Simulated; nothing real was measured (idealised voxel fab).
Process module heading - voxel gate over fins
Cross-section cut spans 180 nm and uses square cells 5 nm in size.
Just so we're on the same page, the cross-sections are grids of square cells, and they're listed out in bands top to bottom, each band one or more rows deep. Band entry format. Leading values: height of top, height of bottom, nm. Remainder: materials in left-to-right order, each with its width in nm. Special words: "throughout" on a single material, which then fills the band edge to edge; "empty", empty space. Basically, 0 is our baseline, since under it the wafer straight out of the box is all one material. The bottom band has no lower end and keeps on going down, so it looks like "0 down". Width: "30 to 40" (first number = top row, second number = bottom row, same change from row to row of cells). "nothing changed" for a step: no cell of the cross-section changed in that step. The list in "Catalogued sealed voids" covers empty spaces of 8 cells or more that cannot reach the top through any open way, and it gives each as width x height at distance; the distance is from the left edge, and width, height and distance are in nm. Text after the settings on a step's line: the simulator's own remark on that step. The optional step-line setting "overlay nm" applies to steps with a mask and quantifies how far to the right of its planned location the mask lay, a negative value indicating leftward placement.

Here's what the planned process steps look like
| 1 | RECEIVE with material Si |
| 2 | CONFORMAL_DEP with material SiN, thk nm 10 |
| 3 | MASKED_ETCH with tone cover, mask id FINS, width nm 15, pitch nm 60, etch materials SiN, depth nm 10, overlay nm 0 |
| 4 | MASKED_ETCH with tone cover, mask id FINS, width nm 15, pitch nm 60, etch materials Si, depth nm 35, overlay nm 0 |
| 5 | FILL_DEP with material SiO2, thk nm 15 |
| 6 | CMP with height nm 10 |
| 7 | MASKED_ETCH with tone open, mask id RAIL, width nm 15, etch materials SiO2, depth nm 40, overlay nm 0 |
| 8 | CONFORMAL_DEP with material TiN, thk nm 5 |
| 9 | FILL_DEP with material W, thk nm 10 |
| 10 | CMP with height nm 10 |
| 11 | SELECTIVE_ETCH with etch materials W Ru TiN, depth nm 25 |
| 12 | FILL_DEP with material SiO2, thk nm 5 |
| 13 | CMP with height nm 10 |
| 14 | SELECTIVE_ETCH with etch materials SiO2, depth nm 20 |
| 15 | STRIP with etch materials SiN |
| 16 | CONFORMAL_DEP with material HfO2, thk nm 5 |
| 17 | CONFORMAL_DEP with material TiN, thk nm 5 |
| 18 | FILL_DEP with material W, thk nm 10 |
| 19 | CMP with height nm 15 |
| 20 | CONFORMAL_DEP with material SiCN, thk nm 10 |

On the first of the two wafers: run conducted according to plan

Incoming wafer in cross-section (state: after step 1)
0 down  Si throughout
Catalogued sealed voids: none

Step 2 complete: cross-section through the wafer
10 to 0  SiN throughout
Below 0 it's all the same as before, nothing changed down there.

Step 3 complete: cross-section through the wafer
10 to 0  empty (50)  SiN (15)  empty (45)  SiN (15)  empty (55)
Below 0 it's all the same as before, nothing changed down there.

Step 4 complete: cross-section through the wafer
10 to 0  empty (50)  SiN (15)  empty (45)  SiN (15)  empty (55)
0 to -35  empty (50)  Si (15)  empty (45)  Si (15)  empty (55)
Below -35 it's all the same as before, nothing changed down there.

Step 5 complete: cross-section through the wafer
25 to 10  SiO2 throughout
10 to 0  SiO2 (50)  SiN (15)  SiO2 (45)  SiN (15)  SiO2 (55)
0 to -35  SiO2 (50)  Si (15)  SiO2 (45)  Si (15)  SiO2 (55)
Below -35 it's all the same as before, nothing changed down there.

Step 6 complete: cross-section through the wafer
10 to 0  SiO2 (50)  SiN (15)  SiO2 (45)  SiN (15)  SiO2 (55)
Below 0 it's all the same as before, nothing changed down there.

Step 7 complete: cross-section through the wafer
10 to 0  SiO2 (50)  SiN (15)  SiO2 (15)  empty (15)  SiO2 (15)  SiN (15)  SiO2 (55)
0 to -30  SiO2 (50)  Si (15)  SiO2 (15)  empty (15)  SiO2 (15)  Si (15)  SiO2 (55)
Below -30 it's all the same as before, nothing changed down there.

Step 8 complete: cross-section through the wafer
15 to 10  TiN (85)  empty (5)  TiN (90)
10 to 0  SiO2 (50)  SiN (15)  SiO2 (15)  TiN (5)  empty (5)  TiN (5)  SiO2 (15)  SiN (15)  SiO2 (55)
0 to -25  SiO2 (50)  Si (15)  SiO2 (15)  TiN (5)  empty (5)  TiN (5)  SiO2 (15)  Si (15)  SiO2 (55)
-25 to -30  SiO2 (50)  Si (15)  SiO2 (15)  TiN (15)  SiO2 (15)  Si (15)  SiO2 (55)
Below -30 it's all the same as before, nothing changed down there.

Step 9 complete: cross-section through the wafer
25 to 15  W throughout
15 to 10  TiN (85)  W (5)  TiN (90)
10 to 0  SiO2 (50)  SiN (15)  SiO2 (15)  TiN (5)  W (5)  TiN (5)  SiO2 (15)  SiN (15)  SiO2 (55)
0 to -25  SiO2 (50)  Si (15)  SiO2 (15)  TiN (5)  W (5)  TiN (5)  SiO2 (15)  Si (15)  SiO2 (55)
Below -25 it's all the same as before, nothing changed down there.

Step 10 complete: cross-section through the wafer
10 to 0  SiO2 (50)  SiN (15)  SiO2 (15)  TiN (5)  W (5)  TiN (5)  SiO2 (15)  SiN (15)  SiO2 (55)
Below 0 it's all the same as before, nothing changed down there.

Step 11 complete: cross-section through the wafer
10 to 0  SiO2 (50)  SiN (15)  SiO2 (15)  empty (15)  SiO2 (15)  SiN (15)  SiO2 (55)
0 to -15  SiO2 (50)  Si (15)  SiO2 (15)  empty (15)  SiO2 (15)  Si (15)  SiO2 (55)
Below -15 it's all the same as before, nothing changed down there.

Step 12 complete: cross-section through the wafer
15 to 10  SiO2 throughout
10 to 0  SiO2 (50)  SiN (15)  SiO2 (45)  SiN (15)  SiO2 (55)
0 to -15  SiO2 (50)  Si (15)  SiO2 (45)  Si (15)  SiO2 (55)
Below -15 it's all the same as before, nothing changed down there.

Step 13 complete: cross-section through the wafer
10 to 0  SiO2 (50)  SiN (15)  SiO2 (45)  SiN (15)  SiO2 (55)
Below 0 it's all the same as before, nothing changed down there.

Step 14 complete: cross-section through the wafer
10 to 0  empty (50)  SiN (15)  empty (45)  SiN (15)  empty (55)
0 to -10  empty (50)  Si (15)  empty (45)  Si (15)  empty (55)
Below -10 it's all the same as before, nothing changed down there.

Step 15 complete: cross-section through the wafer
0 to -10  empty (50)  Si (15)  empty (45)  Si (15)  empty (55)
Below -10 it's all the same as before, nothing changed down there.

Step 16 complete: cross-section through the wafer
5 to 0  empty (45)  HfO2 (25)  empty (35)  HfO2 (25)  empty (50)
0 to -5  empty (45)  HfO2 (5)  Si (15)  HfO2 (5)  empty (35)  HfO2 (5)  Si (15)  HfO2 (5)  empty (50)
-5 to -10  HfO2 (50)  Si (15)  HfO2 (45)  Si (15)  HfO2 (55)
Below -10 it's all the same as before, nothing changed down there.

Step 17 complete: cross-section through the wafer
10 to 5  empty (40)  TiN (35)  empty (25)  TiN (35)  empty (45)
5 to 0  empty (40)  TiN (5)  HfO2 (25)  TiN (5)  empty (25)  TiN (5)  HfO2 (25)  TiN (5)  empty (45)
0 to -5  TiN (45)  HfO2 (5)  Si (15)  HfO2 (5)  TiN (35)  HfO2 (5)  Si (15)  HfO2 (5)  TiN (50)
Below -5 it's all the same as before, nothing changed down there.

Step 18 complete: cross-section through the wafer
20 to 10  W throughout
10 to 5  W (40)  TiN (35)  W (25)  TiN (35)  W (45)
5 to 0  W (40)  TiN (5)  HfO2 (25)  TiN (5)  W (25)  TiN (5)  HfO2 (25)  TiN (5)  W (45)
Below 0 it's all the same as before, nothing changed down there.

Step 19 complete: cross-section through the wafer
15 to 10  W throughout
Below 10 it's all the same as before, nothing changed down there.

Step 20 complete: cross-section through the wafer
25 to 15  SiCN throughout
Below 15 it's all the same as before, nothing changed down there.

Second wafer, same starting state and plan as the first, one mistake in the run, identical through step 6

Cross-sectional view of the second wafer at the intended end time of process step 7
10 to 0  empty (50)  SiN (15)  empty (15)  SiO2 (15)  empty (15)  SiN (15)  empty (55)
0 to -30  empty (50)  Si (15)  empty (15)  SiO2 (15)  empty (15)  Si (15)  empty (55)
Below -30 it's all the same as before, nothing changed down there.

Cross-sectional view of the second wafer at the intended end time of process step 8
15 to 10  empty (45)  TiN (25)  empty (5)  TiN (25)  empty (5)  TiN (25)  empty (50)
10 to 0  empty (45)  TiN (5)  SiN (15)  TiN (5)  empty (5)  TiN (5)  SiO2 (15)  TiN (5)  empty (5)  TiN (5)  SiN (15)  TiN (5)  empty (50)
0 to -25  empty (45)  TiN (5)  Si (15)  TiN (5)  empty (5)  TiN (5)  SiO2 (15)  TiN (5)  empty (5)  TiN (5)  Si (15)  TiN (5)  empty (50)
-25 to -30  TiN (50)  Si (15)  TiN (15)  SiO2 (15)  TiN (15)  Si (15)  TiN (55)
Below -30 it's all the same as before, nothing changed down there.

Cross-sectional view of the second wafer at the intended end time of process step 9
25 to 15  W throughout
15 to 10  W (45)  TiN (25)  W (5)  TiN (25)  W (5)  TiN (25)  W (50)
10 to 0  W (45)  TiN (5)  SiN (15)  TiN (5)  W (5)  TiN (5)  SiO2 (15)  TiN (5)  W (5)  TiN (5)  SiN (15)  TiN (5)  W (50)
0 to -25  W (45)  TiN (5)  Si (15)  TiN (5)  W (5)  TiN (5)  SiO2 (15)  TiN (5)  W (5)  TiN (5)  Si (15)  TiN (5)  W (50)
Below -25 it's all the same as before, nothing changed down there.

Cross-sectional view of the second wafer at the intended end time of process step 10
10 to 0  W (45)  TiN (5)  SiN (15)  TiN (5)  W (5)  TiN (5)  SiO2 (15)  TiN (5)  W (5)  TiN (5)  SiN (15)  TiN (5)  W (50)
Below 0 it's all the same as before, nothing changed down there.

Cross-sectional view of the second wafer at the intended end time of process step 11
10 to 0  empty (50)  SiN (15)  empty (15)  SiO2 (15)  empty (15)  SiN (15)  empty (55)
0 to -15  empty (50)  Si (15)  empty (15)  SiO2 (15)  empty (15)  Si (15)  empty (55)
Below -15 it's all the same as before, nothing changed down there.

Cross-sectional view of the second wafer at the intended end time of process step 12
15 to 10  SiO2 throughout
10 to 0  SiO2 (50)  SiN (15)  SiO2 (45)  SiN (15)  SiO2 (55)
0 to -15  SiO2 (50)  Si (15)  SiO2 (45)  Si (15)  SiO2 (55)
Below -15 it's all the same as before, nothing changed down there.

Cross-sectional view of the second wafer at the intended end time of process step 13
10 to 0  SiO2 (50)  SiN (15)  SiO2 (45)  SiN (15)  SiO2 (55)
Below 0 it's all the same as before, nothing changed down there.

Cross-sectional view of the second wafer at the intended end time of process step 14
10 to 0  empty (50)  SiN (15)  empty (45)  SiN (15)  empty (55)
0 to -10  empty (50)  Si (15)  empty (45)  Si (15)  empty (55)
Below -10 it's all the same as before, nothing changed down there.

Cross-sectional view of the second wafer at the intended end time of process step 15
0 to -10  empty (50)  Si (15)  empty (45)  Si (15)  empty (55)
Below -10 it's all the same as before, nothing changed down there.

Cross-sectional view of the second wafer at the intended end time of process step 16
5 to 0  empty (45)  HfO2 (25)  empty (35)  HfO2 (25)  empty (50)
0 to -5  empty (45)  HfO2 (5)  Si (15)  HfO2 (5)  empty (35)  HfO2 (5)  Si (15)  HfO2 (5)  empty (50)
-5 to -10  HfO2 (50)  Si (15)  HfO2 (45)  Si (15)  HfO2 (55)
Below -10 it's all the same as before, nothing changed down there.

Cross-sectional view of the second wafer at the intended end time of process step 17
10 to 5  empty (40)  TiN (35)  empty (25)  TiN (35)  empty (45)
5 to 0  empty (40)  TiN (5)  HfO2 (25)  TiN (5)  empty (25)  TiN (5)  HfO2 (25)  TiN (5)  empty (45)
0 to -5  TiN (45)  HfO2 (5)  Si (15)  HfO2 (5)  TiN (35)  HfO2 (5)  Si (15)  HfO2 (5)  TiN (50)
Below -5 it's all the same as before, nothing changed down there.

Cross-sectional view of the second wafer at the intended end time of process step 18
20 to 10  W throughout
10 to 5  W (40)  TiN (35)  W (25)  TiN (35)  W (45)
5 to 0  W (40)  TiN (5)  HfO2 (25)  TiN (5)  W (25)  TiN (5)  HfO2 (25)  TiN (5)  W (45)
Below 0 it's all the same as before, nothing changed down there.

Cross-sectional view of the second wafer at the intended end time of process step 19
15 to 10  W throughout
Below 10 it's all the same as before, nothing changed down there.

Cross-sectional view of the second wafer at the intended end time of process step 20
25 to 15  SiCN throughout
Below 15 it's all the same as before, nothing changed down there.
Nonconformance to the process plan: rather than as planned, step 7 actually ran as MASKED_ETCH with tone cover, mask id RAIL, width nm 15, etch materials SiO2, depth nm 40, overlay nm 0
At the finish, the second wafer shows more or fewer cells for some materials than the first does: SiO2: 72 fewer | TiN: 32 more | W: 40 more
